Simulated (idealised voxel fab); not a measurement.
Name of the process module below: voxel spacer lines
It is cross-section cut that appears here, measuring 185 nm in width, its square cells being 5 nm in size.
When this document writes out a cross-section, it uses a grid of square cells and lists it as bands, beginning at the top and moving down, with a band standing for one or more rows of cells.
Look at the band entry: it leads with the top's height and the bottom's height in nm. Then it lists the materials left to right, with a width in nm for each. The word "throughout" on a single material says that material fills the band edge to edge. The word "air" is empty space.
Height 0 is the level under which the wafer as received is all one material. The lowest band goes on downwards, as in "z 0 and below".
Think of "30->40" as a width that walks from the first number to the second as you go down the band, top row to bottom row, taking equal-sized steps from row to row.
Step note "nothing altered" = no cross-section cell changed.
The entry titled "Enclosed internal voids" provides the empty spaces that have no open way to the top, restricted to those of 8 cells or more. Each is presented as width x height at distance, the distance being measured from the left edge, with all three in nm.
Heads up: the bit after the settings on a step's line is the simulator's remark on that step.
When a step includes a mask, the "overlay nm" setting on its line states how far to the right of its planned place that mask lay, and negative values state how far to the left.

The planned process steps are enumerated hereunder
step 1: RECEIVE | material Si
step 2: CONFORMAL_DEP | material Al2O3 | thk nm 10
step 3: DIRECTIONAL_DEP | material W | thk nm 15
step 4: DIRECTIONAL_DEP | material aC | thk nm 20
step 5: PATTERN | tone cover | mask id MANDREL | material resist | width nm 15 | pitch nm 50 | thk nm 30 | overlay nm 0
step 6: DIRECTIONAL_ETCH | etch materials aC | depth nm 20
step 7: STRIP | etch materials resist
step 8: CONFORMAL_DEP | material SiN | thk nm 10
step 9: DIRECTIONAL_ETCH | etch materials SiN | depth nm 10
step 10: STRIP | etch materials aC
step 11: DIRECTIONAL_ETCH | etch materials W | depth nm 15
step 12: STRIP | etch materials SiN
step 13: FILL_DEP | material SiO2 | thk nm 10
step 14: CMP | height nm 25

First wafer, two in total, run as planned

Received-state cross-section, reflecting completion of step 1
  z 0 and below: Si throughout
  Enclosed internal voids: none

Once step 2 is through, the wafer looks like this in cross-section
  z 10 to 0: Al2O3 throughout
  Everything below 0 is unchanged.

Once step 3 is through, the wafer looks like this in cross-section
  z 25 to 10: W throughout
  Everything below 10 is unchanged.

Once step 4 is through, the wafer looks like this in cross-section
  z 45 to 25: aC throughout
  Everything below 25 is unchanged.

Once step 5 is through, the wafer looks like this in cross-section
  z 75 to 45: air (35) / resist (15) / air (35) / resist (15) / air (35) / resist (15) / air (35)
  Everything below 45 is unchanged.

Once step 6 is through, the wafer looks like this in cross-section
  z 55 to 45: air (35) / resist (15) / air (35) / resist (15) / air (35) / resist (15) / air (35)
  z 45 to 25: air (35) / aC (15) / air (35) / aC (15) / air (35) / aC (15) / air (35)
  Everything below 25 is unchanged.

Once step 7 is through, the wafer looks like this in cross-section
  z 45 to 25: air (35) / aC (15) / air (35) / aC (15) / air (35) / aC (15) / air (35)
  Everything below 25 is unchanged.

Once step 8 is through, the wafer looks like this in cross-section
  z 55 to 45: air (25) / SiN (35) / air (15) / SiN (35) / air (15) / SiN (35) / air (25)
  z 45 to 35: air (25) / SiN (10) / aC (15) / SiN (10) / air (15) / SiN (10) / aC (15) / SiN (10) / air (15) / SiN (10) / aC (15) / SiN (10) / air (25)
  z 35 to 25: SiN (35) / aC (15) / SiN (35) / aC (15) / SiN (35) / aC (15) / SiN (35)
  Everything below 25 is unchanged.

Once step 9 is through, the wafer looks like this in cross-section
  z 45 to 25: air (25) / SiN (10) / aC (15) / SiN (10) / air (15) / SiN (10) / aC (15) / SiN (10) / air (15) / SiN (10) / aC (15) / SiN (10) / air (25)
  Everything below 25 is unchanged.

Once step 10 is through, the wafer looks like this in cross-section
  z 45 to 25: air (25) / SiN (10) / air (15) / SiN (10) / air (15) / SiN (10) / air (15) / SiN (10) / air (15) / SiN (10) / air (15) / SiN (10) / air (25)
  Everything below 25 is unchanged.

Once step 11 is through, the wafer looks like this in cross-section
  z 45 to 25: air (25) / SiN (10) / air (15) / SiN (10) / air (15) / SiN (10) / air (15) / SiN (10) / air (15) / SiN (10) / air (15) / SiN (10) / air (25)
  z 25 to 10: air (25) / W (10) / air (15) / W (10) / air (15) / W (10) / air (15) / W (10) / air (15) / W (10) / air (15) / W (10) / air (25)
  Everything below 10 is unchanged.

Once step 12 is through, the wafer looks like this in cross-section
  z 25 to 10: air (25) / W (10) / air (15) / W (10) / air (15) / W (10) / air (15) / W (10) / air (15) / W (10) / air (15) / W (10) / air (25)
  Everything below 10 is unchanged.

Once step 13 is through, the wafer looks like this in cross-section
  z 35 to 25: SiO2 throughout
  z 25 to 10: SiO2 (25) / W (10) / SiO2 (15) / W (10) / SiO2 (15) / W (10) / SiO2 (15) / W (10) / SiO2 (15) / W (10) / SiO2 (15) / W (10) / SiO2 (25)
  Everything below 10 is unchanged.

Once step 14 is through, the wafer looks like this in cross-section
  z 25 to 10: SiO2 (25) / W (10) / SiO2 (15) / W (10) / SiO2 (15) / W (10) / SiO2 (15) / W (10) / SiO2 (15) / W (10) / SiO2 (15) / W (10) / SiO2 (25)
  Everything below 10 is unchanged.

The second wafer began exactly as the first did and followed the same plan, but one mistake was made while running it; through step 1 inclusive, the two wafers are identical

What the second wafer looks like in cross-section when step 2 should have wrapped up
  z 10 to 0: W throughout
  Everything below 0 is unchanged.

What the second wafer looks like in cross-section when step 3 should have wrapped up
  z 25 to 0: W throughout
  Everything below 0 is unchanged.

What the second wafer looks like in cross-section when step 4 should have wrapped up
  z 45 to 25: aC throughout
  Everything below 25 is unchanged.

What the second wafer looks like in cross-section when step 5 should have wrapped up
  z 75 to 45: air (35) / resist (15) / air (35) / resist (15) / air (35) / resist (15) / air (35)
  Everything below 45 is unchanged.

What the second wafer looks like in cross-section when step 6 should have wrapped up
  z 55 to 45: air (35) / resist (15) / air (35) / resist (15) / air (35) / resist (15) / air (35)
  z 45 to 25: air (35) / aC (15) / air (35) / aC (15) / air (35) / aC (15) / air (35)
  Everything below 25 is unchanged.

What the second wafer looks like in cross-section when step 7 should have wrapped up
  z 45 to 25: air (35) / aC (15) / air (35) / aC (15) / air (35) / aC (15) / air (35)
  Everything below 25 is unchanged.

What the second wafer looks like in cross-section when step 8 should have wrapped up
  z 55 to 45: air (25) / SiN (35) / air (15) / SiN (35) / air (15) / SiN (35) / air (25)
  z 45 to 35: air (25) / SiN (10) / aC (15) / SiN (10) / air (15) / SiN (10) / aC (15) / SiN (10) / air (15) / SiN (10) / aC (15) / SiN (10) / air (25)
  z 35 to 25: SiN (35) / aC (15) / SiN (35) / aC (15) / SiN (35) / aC (15) / SiN (35)
  Everything below 25 is unchanged.

What the second wafer looks like in cross-section when step 9 should have wrapped up
  z 45 to 25: air (25) / SiN (10) / aC (15) / SiN (10) / air (15) / SiN (10) / aC (15) / SiN (10) / air (15) / SiN (10) / aC (15) / SiN (10) / air (25)
  Everything below 25 is unchanged.

What the second wafer looks like in cross-section when step 10 should have wrapped up
  z 45 to 25: air (25) / SiN (10) / air (15) / SiN (10) / air (15) / SiN (10) / air (15) / SiN (10) / air (15) / SiN (10) / air (15) / SiN (10) / air (25)
  Everything below 25 is unchanged.

What the second wafer looks like in cross-section when step 11 should have wrapped up
  z 45 to 25: air (25) / SiN (10) / air (15) / SiN (10) / air (15) / SiN (10) / air (15) / SiN (10) / air (15) / SiN (10) / air (15) / SiN (10) / air (25)
  z 25 to 10: air (25) / W (10) / air (15) / W (10) / air (15) / W (10) / air (15) / W (10) / air (15) / W (10) / air (15) / W (10) / air (25)
  Everything below 10 is unchanged.

What the second wafer looks like in cross-section when step 12 should have wrapped up
  z 25 to 10: air (25) / W (10) / air (15) / W (10) / air (15) / W (10) / air (15) / W (10) / air (15) / W (10) / air (15) / W (10) / air (25)
  Everything below 10 is unchanged.

What the second wafer looks like in cross-section when step 13 should have wrapped up
  z 35 to 25: SiO2 throughout
  z 25 to 10: SiO2 (25) / W (10) / SiO2 (15) / W (10) / SiO2 (15) / W (10) / SiO2 (15) / W (10) / SiO2 (15) / W (10) / SiO2 (15) / W (10) / SiO2 (25)
  Everything below 10 is unchanged.

What the second wafer looks like in cross-section when step 14 should have wrapped up
  z 25 to 10: SiO2 (25) / W (10) / SiO2 (15) / W (10) / SiO2 (15) / W (10) / SiO2 (15) / W (10) / SiO2 (15) / W (10) / SiO2 (15) / W (10) / SiO2 (25)
  Everything below 10 is unchanged.
What was done differently from what was planned? heads up, step 2 didn't go per plan, it actually ran as CONFORMAL_DEP | material W | thk nm 10
Wafer comparison, final, in cells, second relative to first, materials more or fewer: Al2O3: 74 fewer; W: 74 more
